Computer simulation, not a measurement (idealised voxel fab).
Process module in this document: voxel local oxidation
The figure presents cross-section cut, which has a width of 275 nm and is divided into square cells with an edge length of 5 nm.
Cross-sections here: square-cell grids, written as top-down lists of bands, a band being one or more rows of cells. It is stipulated that each band's entry specify, in nanometres, the height of the top of the band and then that of its bottom, followed by the materials of the band in left-to-right sequence, each together with its width in nanometres. A single material marked by the word "full width" is understood to fill the band from edge to edge; the word "blank" is understood to denote empty space. Height is counted from the level 0, under which the received wafer is composed throughout of one material. The lowest of the bands is not closed at the bottom but continues downward, in the notation "0 down". The width entry "30..40" should be interpreted row by row: the top row of cells in the band takes the first number, the bottom row takes the second number, and the change between adjacent rows is uniform throughout. A step reported as "left unchanged" is a step in which no cell of the cross-section changed. In "Closed-off voids" the enclosed voids are listed, meaning empty spaces of 8 cells or larger without any opening to the top. The form is width x height at distance, distance from the left edge, units nm. after a step's settings: what the simulator itself notes on the step. overlay nm: step with mask; distance mask lay right of planned place; negative value = left of planned place.
# The planned process steps are enumerated hereunder
1. RECEIVE [material Si]
2. CONFORMAL_DEP [material SiO2] [thk nm 5]
3. CONFORMAL_DEP [material SiN] [thk nm 15]
4. PATTERN [tone cover] [mask id ACTIVE] [material resist] [width nm 95] [pitch nm 130] [thk nm 20] [overlay nm 0]
5. DIRECTIONAL_ETCH [etch materials SiN] [depth nm 15]
6. STRIP [etch materials resist]
7. SELECTIVE_ETCH [etch materials SiO2] [depth nm 5]
8. OXIDIZE [depth nm 15]
9. STRIP [etch materials SiN]
# This is the cross-section of the wafer as we received it, i.e. after step 1
* 0 down: Si full width
* Closed-off voids: none
# Sectioned view, first of two wafers, at the close of the module, processed as intended in the plan
* 5 to 0: 30 nm blank / 85 nm SiO2 / 45 nm blank / 85 nm SiO2 / 30 nm blank
* 0 to -15: 45 nm SiO2 / 55 nm Si / 75 nm SiO2 / 55 nm Si / 45 nm SiO2
* -15 down: Si full width
* Closed-off voids: none
# Same start, same plan as the first wafer - but one mistake in the run. Cross-section of the second of the two at the end of the module
* 5 to 0: 30 nm blank / 90 nm SiO2 / 40 nm blank / 90 nm SiO2 / 25 nm blank
* 0 to -15: 45 nm SiO2 / 60 nm Si / 70 nm SiO2 / 60 nm Si / 40 nm SiO2
* -15 down: Si full width
* Closed-off voids: none
Heads up, the wafer didn't run the way we planned it: step 4 ran as: PATTERN [tone cover] [mask id ACTIVE] [material resist] [width nm 100] [pitch nm 130] [thk nm 20] [overlay nm 0]
FYI, end of process, the second wafer has more or fewer cells of some materials than the first: +6 Si; -4 SiO2
